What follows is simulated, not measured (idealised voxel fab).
The process module presented herein is designated voxel capacitor over wiring.
In the cross-section labelled cut, the width is 235 nm and each square cell is 5 nm.
Cross-section, as written here: a square-cell grid given band by band from the top down, where a band holds one or more rows of cells.
The band entry comprises the height of the band's top followed by the height of its bottom, expressed in nm, and subsequently the band's materials from left to right, each stated together with its width in nm. Where a single material is marked with the word "throughout", that material fills the band from edge to edge. The word "empty" represents empty space.
Heights from 0 (as-received wafer is one material below). Bottom band endless downward, as "top 0, no bottom".
Think of "30..40" as a width that walks from the first number to the second as you go down the band, top row to bottom row, taking equal-sized steps from row to row.
Given "all unchanged" for a step, no cell of the cross-section differs between before and after that step.
"Sealed-off cavities" contains a list of empty spaces, each no smaller than 8 cells and without an open way to the top, written in the form width x height at distance with the distance from the left edge and all three in nm.
Formally, on a step line, whatever follows the settings is a remark that the simulator itself makes on the step.
What "overlay nm" on a step's line means: if the step has a mask, that mask lay this far to the right of its planned place, or, when the value is negative, to the left.

Intended process steps:
1 RECEIVE with material Si
2 CONFORMAL_DEP with material SiO2, thk nm 10
3 CONFORMAL_DEP with material SiCN, thk nm 5
4 DIRECTIONAL_DEP with material SiO2, thk nm 15
5 PATTERN with tone open, mask id METAL_1, material resist, width nm 30, pitch nm 100, thk nm 20, overlay nm 0
6 DIRECTIONAL_ETCH with etch materials SiO2, depth nm 15
7 DIRECTIONAL_ETCH with etch materials SiCN, depth nm 5
8 STRIP with etch materials resist
9 CONFORMAL_DEP with material TiN, thk nm 5
10 FILL_DEP with material Cu, thk nm 5
11 CMP with height nm 30
12 CONFORMAL_DEP with material SiCN, thk nm 5
13 DIRECTIONAL_DEP with material lowk, thk nm 15
14 MASKED_ETCH with tone open, mask id PLUG_1, width nm 15, etch materials lowk, depth nm 15, overlay nm 0
15 MASKED_ETCH with tone open, mask id PLUG_1, width nm 15, etch materials SiCN, depth nm 5, overlay nm 0
16 EPI with material Ru, thk nm 10
17 EPI with material Ru, thk nm 10
18 DIRECTIONAL_DEP with material TiN, thk nm 5
19 DIRECTIONAL_DEP with material Al2O3, thk nm 5
20 DIRECTIONAL_DEP with material TiN, thk nm 5
21 MASKED_ETCH with tone cover, mask id UPPER_PLATE, width nm 75, etch materials TiN, depth nm 5, overlay nm 0
22 MASKED_ETCH with tone cover, mask id UPPER_PLATE, width nm 75, etch materials Al2O3, depth nm 5, overlay nm 0
23 PATTERN with tone cover, mask id LOWER_PLATE, material resist, width nm 85, thk nm 15, overlay nm 0
24 DIRECTIONAL_ETCH with etch materials TiN, depth nm 5
25 STRIP with etch materials resist
26 FILL_DEP with material SiO2, thk nm 15
27 CMP with height nm 75
28 DIRECTIONAL_DEP with material aC, thk nm 10
29 PATTERN with tone open, mask id PLUG_2, material resist, width nm 15, thk nm 30, overlay nm 0
30 DIRECTIONAL_ETCH with etch materials aC, depth nm 10
31 STRIP with etch materials resist
32 DIRECTIONAL_ETCH with etch materials SiO2, depth nm 10
33 STRIP with etch materials aC
34 CONFORMAL_DEP with material TiN, thk nm 5
35 FILL_DEP with material Cu, thk nm 10
36 CMP with height nm 75
37 CONFORMAL_DEP with material SiCN, thk nm 5

Shown in cross-section is the wafer as received, that is, as it stands after step 1:
> top 0, no bottom: Si throughout
> Sealed-off cavities: none

First of two wafers: cross-section at end of module, run per plan:
> top 80, bottom 75: SiCN throughout
> top 75, bottom 70: 75 nm SiO2, 5 nm TiN, 5 nm Cu, 5 nm TiN, 145 nm SiO2
> top 70, bottom 60: 75..65 nm SiO2, 15..75 nm TiN, 145..95 nm SiO2
> top 60, bottom 55: 65 nm SiO2, 75 nm Al2O3, 95 nm SiO2
> top 55, bottom 50: 60 nm SiO2, 85 nm TiN, 90 nm SiO2
> top 50, bottom 35: 65 nm lowk, 15 nm Ru, 155 nm lowk
> top 35, bottom 30: 65 nm SiCN, 15 nm Ru, 155 nm SiCN
> top 30, bottom 15: 50 nm SiO2, 5 nm TiN, 20 nm Cu, 5 nm TiN, 70 nm SiO2, 5 nm TiN, 20 nm Cu, 5 nm TiN, 55 nm SiO2
> top 15, bottom 10: 50 nm SiCN, 30 nm TiN, 70 nm SiCN, 30 nm TiN, 55 nm SiCN
> top 10, bottom 0: SiO2 throughout
> top 0, no bottom: Si throughout
> Sealed-off cavities: none

End of module, second wafer, cross-section. Started like the first, planned like the first, run with one mistake:
> top 80, bottom 75: SiCN throughout
> top 75, bottom 70: 75 nm SiO2, 5 nm TiN, 5 nm Cu, 5 nm TiN, 145 nm SiO2
> top 70, bottom 60: 75..65 nm SiO2, 15..75 nm TiN, 145..95 nm SiO2
> top 60, bottom 55: 65 nm SiO2, 75 nm Al2O3, 95 nm SiO2
> top 55, bottom 50: 60 nm SiO2, 85 nm TiN, 90 nm SiO2
> top 50, bottom 35: 65 nm lowk, 15 nm Ru, 155 nm lowk
> top 35, bottom 30: 65 nm SiCN, 15 nm Ru, 155 nm SiCN
> top 30, bottom 15: 55 nm SiO2, 5 nm TiN, 15 nm Cu, 5 nm TiN, 75 nm SiO2, 5 nm TiN, 15 nm Cu, 5 nm TiN, 55 nm SiO2
> top 15, bottom 10: 55 nm SiCN, 25 nm TiN, 75 nm SiCN, 25 nm TiN, 55 nm SiCN
> top 10, bottom 0: SiO2 throughout
> top 0, no bottom: Si throughout
> Sealed-off cavities: none
Diagnosis: step 5 ran as: PATTERN with tone open, mask id METAL_1, material resist, width nm 25, pitch nm 100, thk nm 20, overlay nm 0
The closing comparison, in cells, has the second wafer with more or fewer of some materials than the first: 6 fewer of Cu, 2 more of SiCN, 6 more of SiO2, 2 fewer of TiN
